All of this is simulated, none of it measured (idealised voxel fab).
This is a process module. Its name is voxel self aligned vias.
The cross-section on display is named cut; it measures 235 nm wide, and its cells are 5 nm squares.
If you're reading a cross-section in this doc, picture square cells in a grid; it comes to you as bands, top ones listed first down to the bottom, and a band can be one or more rows of cells. In this notation a band is specified by the heights of its top and bottom, in that order and in nm, after which its materials appear from left to right, each paired with its width in nm. The word "edge to edge" attached to a single material means that material fills the band from edge to edge; the word "blank" stands for empty space. All heights in this document are referenced to 0, defined as the level beneath which the wafer, as received, consists entirely of one material. The lowest band is not bounded below; it extends indefinitely downward and is written in the form "0..down". The two numbers in a width such as "30 to 40" mark its ends across the band: the first belongs to the top row of cells, the second to the bottom row, and from each row to the next the width moves by the same amount. "no alteration" (step): cross-section cells unchanged, all of them. Entry "Closed internal voids". Content: empty spaces with no open connection to the top, size 8 cells or greater. Each: width x height at distance. Distance: from left edge. Unit: nm. It should be noted that, on the line of a given step, the content following the step's settings is a remark produced by the simulator itself with respect to that step. "overlay nm", when on a step's line for a step with a mask, measures how far to the right of its planned place the mask lay; a negative measure means to the left. The remainder of this document consists of a sequence of paired cross-sections. Each pair presents the cross-section prior to one process step together with the cross-section following it, the latter being rendered only as deep as the lowest band that underwent change. The intervening step, together with its settings, is stated beneath each pair. Because the pairs may originate from different runs of this module on the same starting wafer, a given pair is to be read as continuing from the preceding pair only where its entry headed "State before" so indicates.

### State before
  55..45  SiN edge to edge
  45..35  lowk: 80, then SiN: 20, then lowk: 25, then SiN: 20, then lowk: 90
  35..20  lowk: 80, then TiN: 5, then W: 10, then TiN: 5, then lowk: 25, then TiN: 5, then W: 10, then TiN: 5, then lowk: 90
  20..15  lowk: 80, then TiN: 20, then lowk: 25, then TiN: 20, then lowk: 90
  15..10  SiCN edge to edge
  10..0  SiO2 edge to edge
  0..down  Si edge to edge
  Closed internal voids: none

### Step Result
  45..35  lowk: 80, then SiN: 20, then lowk: 25, then SiN: 20, then lowk: 90
  Below a height of 35, the structure has not been altered.
  Closed internal voids: none
Between before and after as drawn above: CMP (height nm 45)

State before: The initial state for this step is given by the after cross-section of the immediately preceding pair.

### Step Result
  65..45  lowk edge to edge
  Below a height of 45, the structure has not been altered.
  Closed internal voids: none
Between before and after as drawn above: DIRECTIONAL_DEP (material lowk; thk nm 20)

State before: The initial state for this step is given by the after cross-section of the immediately preceding pair.

### Step Result
  65..45  lowk: 80, then blank: 30, then lowk: 125
  Below a height of 45, the structure has not been altered.
  Closed internal voids: none
Between before and after as drawn above: MASKED_ETCH (tone open; mask id VIAS; width nm 30; etch materials lowk; depth nm 20; overlay nm 0)

State before: The initial state for this step is given by the after cross-section of the immediately preceding pair.

### Step Result
  65..45  lowk: 80, then blank: 30, then lowk: 125
  45..35  lowk: 80, then blank: 20, then lowk: 25, then SiN: 20, then lowk: 90
  Below a height of 35, the structure has not been altered.
  Closed internal voids: none
Between before and after as drawn above: MASKED_ETCH (tone open; mask id VIAS; width nm 30; etch materials SiN; depth nm 10; overlay nm 0)

State before: The initial state for this step is given by the after cross-section of the immediately preceding pair.

### Step Result
  70..65  TiN: 85, then blank: 20, then TiN: 130
  65..50  lowk: 80, then TiN: 5, then blank: 20, then TiN: 5, then lowk: 125
  50..45  lowk: 80, then TiN: 5, then blank: 10, then TiN: 15, then lowk: 125
  45..40  lowk: 80, then TiN: 5, then blank: 10, then TiN: 5, then lowk: 25, then SiN: 20, then lowk: 90
  40..35  lowk: 80, then TiN: 20, then lowk: 25, then SiN: 20, then lowk: 90
  Below a height of 35, the structure has not been altered.
  Closed internal voids: none
Between before and after as drawn above: CONFORMAL_DEP (material TiN; thk nm 5)

State before: The initial state for this step is given by the after cross-section of the immediately preceding pair.

### Step Result
  75..70  Cu edge to edge
  70..65  TiN: 85, then Cu: 20, then TiN: 130
  65..50  lowk: 80, then TiN: 5, then Cu: 20, then TiN: 5, then lowk: 125
  50..45  lowk: 80, then TiN: 5, then Cu: 10, then TiN: 15, then lowk: 125
  45..40  lowk: 80, then TiN: 5, then Cu: 10, then TiN: 5, then lowk: 25, then SiN: 20, then lowk: 90
  Below a height of 40, the structure has not been altered.
  Closed internal voids: none
Between before and after as drawn above: FILL_DEP (material Cu; thk nm 5)

State before: The initial state for this step is given by the after cross-section of the immediately preceding pair.

### Step Result
  65..50  lowk: 80, then TiN: 5, then Cu: 20, then TiN: 5, then lowk: 125
  Below a height of 50, the structure has not been altered.
  Closed internal voids: none
Between before and after as drawn above: CMP (height nm 65)

State before: The initial state for this step is given by the after cross-section of the immediately preceding pair.

### Step Result
  70..65  SiCN edge to edge
  Below a height of 65, the structure has not been altered.
  Closed internal voids: none
Between before and after as drawn above: CONFORMAL_DEP (material SiCN; thk nm 5)

### State before
  65..45  lowk: 80, then blank: 30, then lowk: 125
  45..35  lowk: 85, then blank: 20, then lowk: 25, then SiN: 20, then lowk: 85
  35..20  lowk: 85, then TiN: 5, then W: 10, then TiN: 5, then lowk: 25, then TiN: 5, then W: 10, then TiN: 5, then lowk: 85
  20..15  lowk: 85, then TiN: 20, then lowk: 25, then TiN: 20, then lowk: 85
  15..10  SiCN edge to edge
  10..0  SiO2 edge to edge
  0..down  Si edge to edge
  Closed internal voids: none

### Step Result
  70..65  SiO2: 85, then blank: 20, then SiO2: 130
  65..50  lowk: 80, then SiO2: 5, then blank: 20, then SiO2: 5, then lowk: 125
  50..45  lowk: 80, then SiO2: 10, then blank: 10, then SiO2: 10, then lowk: 125
  45..40  lowk: 85, then SiO2: 5, then blank: 10, then SiO2: 5, then lowk: 25, then SiN: 20, then lowk: 85
  40..35  lowk: 85, then SiO2: 20, then lowk: 25, then SiN: 20, then lowk: 85
  Below a height of 35, the structure has not been altered.
  Closed internal voids: none
Between before and after as drawn above: CONFORMAL_DEP (material SiO2; thk nm 5)

State before: The initial state for this step is given by the after cross-section of the immediately preceding pair.

### Step Result
  75..70  Cu edge to edge
  70..65  SiO2: 85, then Cu: 20, then SiO2: 130
  65..50  lowk: 80, then SiO2: 5, then Cu: 20, then SiO2: 5, then lowk: 125
  50..45  lowk: 80, then SiO2: 10, then Cu: 10, then SiO2: 10, then lowk: 125
  45..40  lowk: 85, then SiO2: 5, then Cu: 10, then SiO2: 5, then lowk: 25, then SiN: 20, then lowk: 85
  Below a height of 40, the structure has not been altered.
  Closed internal voids: none
Between before and after as drawn above: FILL_DEP (material Cu; thk nm 5)

State before: The initial state for this step is given by the after cross-section of the immediately preceding pair.

### Step Result
  65..50  lowk: 80, then SiO2: 5, then Cu: 20, then SiO2: 5, then lowk: 125
  Below a height of 50, the structure has not been altered.
  Closed internal voids: none
Between before and after as drawn above: CMP (height nm 65)

State before: The initial state for this step is given by the after cross-section of the immediately preceding pair.

### Step Result
  70..65  SiCN edge to edge
  Below a height of 65, the structure has not been altered.
  Closed internal voids: none
Between before and after as drawn above: CONFORMAL_DEP (material SiCN; thk nm 5)

### State before
  55..45  aC edge to edge
  45..15  lowk edge to edge
  15..10  SiCN edge to edge
  10..0  SiO2 edge to edge
  0..down  Si edge to edge
  Closed internal voids: none

### Step Result
  80..55  blank: 85, then resist: 20, then blank: 25, then resist: 20, then blank: 85
  Below a height of 55, the structure has not been altered.
  Closed internal voids: none
Between before and after as drawn above: PATTERN (tone cover; mask id LINES; material resist; width nm 20; pitch nm 45; thk nm 25; overlay nm 0)

State before: The initial state for this step is given by the after cross-section of the immediately preceding pair.

### Step Result
  70..55  blank: 85, then resist: 20, then blank: 25, then resist: 20, then blank: 85
  55..45  blank: 85, then aC: 20, then blank: 25, then aC: 20, then blank: 85
  Below a height of 45, the structure has not been altered.
  Closed internal voids: none
Between before and after as drawn above: DIRECTIONAL_ETCH (etch materials aC; depth nm 10)

State before: The initial state for this step is given by the after cross-section of the immediately preceding pair.

### Step Result
  55..45  blank: 85, then aC: 20, then blank: 25, then aC: 20, then blank: 85
  Below a height of 45, the structure has not been altered.
  Closed internal voids: none
Between before and after as drawn above: STRIP (etch materials resist)

State before: The initial state for this step is given by the after cross-section of the immediately preceding pair.

### Step Result
  55..45  blank: 85, then aC: 20, then blank: 25, then aC: 20, then blank: 85
  45..15  blank: 85, then lowk: 20, then blank: 25, then lowk: 20, then blank: 85
  Below a height of 15, the structure has not been altered.
  Closed internal voids: none
Between before and after as drawn above: DIRECTIONAL_ETCH (etch materials lowk; depth nm 30)

State before: The initial state for this step is given by the after cross-section of the immediately preceding pair.

### Step Result
  45..15  blank: 85, then lowk: 20, then blank: 25, then lowk: 20, then blank: 85
  Below a height of 15, the structure has not been altered.
  Closed internal voids: none
Between before and after as drawn above: STRIP (etch materials aC)

State before: The initial state for this step is given by the after cross-section of the immediately preceding pair.

### Step Result
  50..45  blank: 80, then TiN: 30, then blank: 15, then TiN: 30, then blank: 80
  45..20  blank: 80, then TiN: 5, then lowk: 20, then TiN: 5, then blank: 15, then TiN: 5, then lowk: 20, then TiN: 5, then blank: 80
  20..15  TiN: 85, then lowk: 20, then TiN: 25, then lowk: 20, then TiN: 85
  Below a height of 15, the structure has not been altered.
  Closed internal voids: none
Between before and after as drawn above: CONFORMAL_DEP (material TiN; thk nm 5)

State before: The initial state for this step is given by the after cross-section of the immediately preceding pair.

### Step Result
  55..50  W edge to edge
  50..45  W: 80, then TiN: 30, then W: 15, then TiN: 30, then W: 80
  45..20  W: 80, then TiN: 5, then lowk: 20, then TiN: 5, then W: 15, then TiN: 5, then lowk: 20, then TiN: 5, then W: 80
  Below a height of 20, the structure has not been altered.
  Closed internal voids: none
Between before and after as drawn above: FILL_DEP (material W; thk nm 5)

State before: The initial state for this step is given by the after cross-section of the immediately preceding pair.

### Step Result
  45..20  W: 80, then TiN: 5, then lowk: 20, then TiN: 5, then W: 15, then TiN: 5, then lowk: 20, then TiN: 5, then W: 80
  Below a height of 20, the structure has not been altered.
  Closed internal voids: none
Between before and after as drawn above: CMP (height nm 45)

State before: The initial state for this step is given by the after cross-section of the immediately preceding pair.

### Step Result
  45..35  blank: 85, then lowk: 20, then blank: 25, then lowk: 20, then blank: 85
  Below a height of 35, the structure has not been altered.
  Closed internal voids: none
Between before and after as drawn above: SELECTIVE_ETCH (etch materials W Ru TiN; depth nm 10)

State before: The initial state for this step is given by the after cross-section of the immediately preceding pair.

### Step Result
  55..45  SiN edge to edge
  45..35  SiN: 85, then lowk: 20, then SiN: 25, then lowk: 20, then SiN: 85
  Below a height of 35, the structure has not been altered.
  Closed internal voids: none
Between before and after as drawn above: FILL_DEP (material SiN; thk nm 10)

State before: The initial state for this step is given by the after cross-section of the immediately preceding pair.

### Step Result
  45..35  SiN: 85, then lowk: 20, then SiN: 25, then lowk: 20, then SiN: 85
  Below a height of 35, the structure has not been altered.
  Closed internal voids: none
Between before and after as drawn above: CMP (height nm 45)

State before: The initial state for this step is given by the after cross-section of the immediately preceding pair.

### Step Result
  65..45  lowk edge to edge
  Below a height of 45, the structure has not been altered.
  Closed internal voids: none
Between before and after as drawn above: DIRECTIONAL_DEP (material lowk; thk nm 20)

State before: The initial state for this step is given by the after cross-section of the immediately preceding pair.

### Step Result
  65..45  lowk: 80, then blank: 30, then lowk: 125
  Below a height of 45, the structure has not been altered.
  Closed internal voids: none
Between before and after as drawn above: MASKED_ETCH (tone open; mask id VIAS; width nm 30; etch materials lowk; depth nm 20; overlay nm 0)

State before: The initial state for this step is given by the after cross-section of the immediately preceding pair.

### Step Result
  65..45  lowk: 80, then blank: 30, then lowk: 125
  45..35  SiN: 80, then blank: 5, then lowk: 20, then blank: 5, then SiN: 20, then lowk: 20, then SiN: 85
  Below a height of 35, the structure has not been altered.
  Closed internal voids: none
Between before and after as drawn above: MASKED_ETCH (tone open; mask id VIAS; width nm 30; etch materials SiN; depth nm 10; overlay nm 0)

State before: The initial state for this step is given by the after cross-section of the immediately preceding pair.

### Step Result
  70..65  TiN: 85, then blank: 20, then TiN: 130
  65..50  lowk: 80, then TiN: 5, then blank: 20, then TiN: 5, then lowk: 125
  50..45  lowk: 80, then TiN: 30, then lowk: 125
  45..35  SiN: 80, then TiN: 5, then lowk: 20, then TiN: 5, then SiN: 20, then lowk: 20, then SiN: 85
  Below a height of 35, the structure has not been altered.
  Closed internal voids: none
Between before and after as drawn above: CONFORMAL_DEP (material TiN; thk nm 5)

State before: The initial state for this step is given by the after cross-section of the immediately preceding pair.

### Step Result
  75..70  Cu edge to edge
  70..65  TiN: 85, then Cu: 20, then TiN: 130
  65..50  lowk: 80, then TiN: 5, then Cu: 20, then TiN: 5, then lowk: 125
  Below a height of 50, the structure has not been altered.
  Closed internal voids: none
Between before and after as drawn above: FILL_DEP (material Cu; thk nm 5)

State before: The initial state for this step is given by the after cross-section of the immediately preceding pair.

### Step Result
  65..50  lowk: 80, then TiN: 5, then Cu: 20, then TiN: 5, then lowk: 125
  Below a height of 50, the structure has not been altered.
  Closed internal voids: none
Between before and after as drawn above: CMP (height nm 65)

State before: The initial state for this step is given by the after cross-section of the immediately preceding pair.

### Step Result
  70..65  SiCN edge to edge
  Below a height of 65, the structure has not been altered.
  Closed internal voids: none
Between before and after as drawn above: CONFORMAL_DEP (material SiCN; thk nm 5)
